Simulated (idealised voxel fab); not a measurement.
Process module name: voxel air gaps
Cross-sectional view cut (width: 280 nm; square cell size: 5 nm).
We lay out every cross-section as a grid of square cells and spell it out in bands from the top down, where one band means one or more rows of cells. Top height, bottom height, nm. Materials left to right, width each, nm. Single material + "throughout" = fills band edge to edge. "empty" = empty. We count height from 0. Below that, the starting wafer is all one material. The lowest band never ends at the bottom but goes on down; see "from 0 down" for how that is written. Top row gets the first number, bottom row gets the second, and each row in between changes by the same step: that is how a band width like "30..40" works. "identical to before" means the step left every cell of the cross-section as it was. Entry "Fully sealed cavities" = empty spaces >= 8 cells with no open way to the top; each as width x height at distance, distance from left edge, all nm. Heads up: the bit after the settings on a step's line is the simulator's remark on that step. The optional step-line setting "overlay nm" applies to steps with a mask and quantifies how far to the right of its planned location the mask lay, a negative value indicating leftward placement.

Here's what the planned process steps look like
1. RECEIVE,material Si
2. CONFORMAL_DEP,material SiO2,thk nm 10
3. CONFORMAL_DEP,material SiCN,thk nm 5
4. DIRECTIONAL_DEP,material SiO2,thk nm 35
5. MASKED_ETCH,tone open,mask id LINES,width nm 25,pitch nm 50,etch materials SiO2,depth nm 35,overlay nm 0
6. CONFORMAL_DEP,material TiN,thk nm 5
7. FILL_DEP,material Cu,thk nm 10
8. CMP,height nm 50
9. EPI,material Ru,thk nm 10
10. SELECTIVE_ETCH,etch materials SiO2,depth nm 45
11. CONFORMAL_DEP,material SiCN,thk nm 5

As received, after step 1
- from 0 down: Si throughout
- Fully sealed cavities: none

First of two wafers: cross-section at end of module, run per plan
- from 65 to 60: empty (35) / SiCN (205) / empty (40)
- from 60 to 50: empty (35) / SiCN (5) / Ru (45) / SiCN (5) / Ru (45) / SiCN (5) / Ru (45) / SiCN (5) / Ru (45) / SiCN (5) / empty (40)
- from 50 to 45: empty (35) / SiCN (15) / TiN (5) / Cu (15) / TiN (5) / SiCN (25) / TiN (5) / Cu (15) / TiN (5) / SiCN (25) / TiN (5) / Cu (15) / TiN (5) / SiCN (25) / TiN (5) / Cu (15) / TiN (5) / SiCN (15) / empty (40)
- from 45 to 20: empty (45) / SiCN (5) / TiN (5) / Cu (15) / TiN (5) / SiCN (5) / empty (15) / SiCN (5) / TiN (5) / Cu (15) / TiN (5) / SiCN (5) / empty (15) / SiCN (5) / TiN (5) / Cu (15) / TiN (5) / SiCN (5) / empty (15) / SiCN (5) / TiN (5) / Cu (15) / TiN (5) / SiCN (5) / empty (50)
- from 20 to 15: SiCN (50) / TiN (25) / SiCN (25) / TiN (25) / SiCN (25) / TiN (25) / SiCN (25) / TiN (25) / SiCN (55)
- from 15 to 10: SiCN throughout
- from 10 to 0: SiO2 throughout
- from 0 down: Si throughout
- Fully sealed cavities: 15 x 25 at 80; 15 x 25 at 130; 15 x 25 at 180

Second wafer cross-section at end of module - shared start and plan with the first, one mistake in the run
- from 65 to 60: SiCN throughout
- from 60 to 50: Ru (60) / SiCN (5) / Ru (45) / SiCN (5) / Ru (45) / SiCN (5) / Ru (45) / SiCN (5) / Ru (65)
- from 50 to 45: Cu (45) / TiN (5) / SiCN (25) / TiN (5) / Cu (15) / TiN (5) / SiCN (25) / TiN (5) / Cu (15) / TiN (5) / SiCN (25) / TiN (5) / Cu (15) / TiN (5) / SiCN (25) / TiN (5) / Cu (50)
- from 45 to 20: Cu (45) / TiN (5) / SiCN (5) / empty (15) / SiCN (5) / TiN (5) / Cu (15) / TiN (5) / SiCN (5) / empty (15) / SiCN (5) / TiN (5) / Cu (15) / TiN (5) / SiCN (5) / empty (15) / SiCN (5) / TiN (5) / Cu (15) / TiN (5) / SiCN (5) / empty (15) / SiCN (5) / TiN (5) / Cu (50)
- from 20 to 15: TiN (50) / SiCN (25) / TiN (25) / SiCN (25) / TiN (25) / SiCN (25) / TiN (25) / SiCN (25) / TiN (55)
- from 15 to 10: SiCN throughout
- from 10 to 0: SiO2 throughout
- from 0 down: Si throughout
- Fully sealed cavities: 15 x 25 at 55; 15 x 25 at 105; 15 x 25 at 155; 15 x 25 at 205
Against the plan, the run slipped here: planned and actual differ for step 5; actual: MASKED_ETCH,tone cover,mask id LINES,width nm 25,pitch nm 50,etch materials SiO2,depth nm 35,overlay nm 0
End check, counted in cells, second wafer has more or fewer of these materials than the first: 96 more of Cu, 32 more of Ru, 4 fewer of SiCN, 16 more of TiN
Ultimately, the number of closed voids is 3 in the first wafer and 4 in the second wafer.
